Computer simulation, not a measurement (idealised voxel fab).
Presented below is a process module, voxel self aligned vias.
Cross-section cut: width 140 nm, square cells of 5 nm.
Cross-section spec: square-cell grid; bands listed top down; each band is one or more rows. Per band: top height and bottom height in nm, followed by the left-to-right materials and their widths in nm; "throughout" marks a single material spanning edge to edge, "empty" marks empty space. Heights are measured from 0, the level below which the as-received wafer is all one material; the lowest band has no bottom and continues downward, written as in "top 0, no bottom". With a width like "30 to 40", each row of cells in the band differs from the next by the same amount, the top row carrying the first number and the bottom row the second. Step note "all unchanged" = no cross-section cell changed. Enclosed voids (no open way to top), threshold 8 cells or more, entry "Sealed cavities", notation width x height at distance, distance from left edge, nm. It should be noted that, on the line of a given step, the content following the step's settings is a remark produced by the simulator itself with respect to that step. Each step line may optionally specify "overlay nm", which for a step with a mask gives the rightward distance between the mask's planned place and where it lay, a negative value indicating the leftward direction.
[The planned process steps are enumerated hereunder]
1,RECEIVE,material Si
2,CONFORMAL_DEP,material SiO2,thk nm 15
3,CONFORMAL_DEP,material SiCN,thk nm 5
4,DIRECTIONAL_DEP,material SiO2,thk nm 30
5,DIRECTIONAL_DEP,material aC,thk nm 10
6,PATTERN,tone open,mask id LINES,material resist,width nm 25,pitch nm 60,thk nm 30,overlay nm 0
7,DIRECTIONAL_ETCH,etch materials aC,depth nm 10
8,STRIP,etch materials resist
9,DIRECTIONAL_ETCH,etch materials SiO2,depth nm 30
10,STRIP,etch materials aC
11,CONFORMAL_DEP,material TiN,thk nm 5
12,FILL_DEP,material W,thk nm 10
13,CMP,height nm 50
14,SELECTIVE_ETCH,etch materials W Ru TiN,depth nm 5
15,FILL_DEP,material SiN,thk nm 10
16,CMP,height nm 50
17,DIRECTIONAL_DEP,material SiO2,thk nm 20
18,DIRECTIONAL_DEP,material aC,thk nm 15
19,PATTERN,tone open,mask id VIAS,material resist,width nm 35,thk nm 35,overlay nm 0
20,DIRECTIONAL_ETCH,etch materials aC,depth nm 15
21,STRIP,etch materials resist
22,DIRECTIONAL_ETCH,etch materials SiO2,depth nm 20
23,DIRECTIONAL_ETCH,etch materials SiN,depth nm 5
24,STRIP,etch materials aC
25,CONFORMAL_DEP,material TiN,thk nm 5
26,FILL_DEP,material Ru,thk nm 10
27,CMP,height nm 70
28,CONFORMAL_DEP,material SiN,thk nm 5
[Cross-section of the wafer as it came to us, i.e., already through step 1]
> top 0, no bottom: Si throughout
> Sealed cavities: none
[Final cross-section, module run with one mistake (start and plan as above)]
> top 65, bottom 60: SiN throughout
> top 60, bottom 50: 20 SiO2, 5 to 10 TiN, 25 to 15 Ru, 5 to 10 TiN, 85 SiO2
> top 50, bottom 45: 25 SiO2, 25 TiN, 35 SiO2, 25 SiN, 30 SiO2
> top 45, bottom 25: 25 SiO2, 5 TiN, 15 W, 5 TiN, 35 SiO2, 5 TiN, 15 W, 5 TiN, 30 SiO2
> top 25, bottom 20: 25 SiO2, 25 TiN, 35 SiO2, 25 TiN, 30 SiO2
> top 20, bottom 15: SiCN throughout
> top 15, bottom 0: SiO2 throughout
> top 0, no bottom: Si throughout
> Sealed cavities: none
Where did the run depart from the plan? step 27 did not use the planned setting and instead ran as CMP,height nm 60
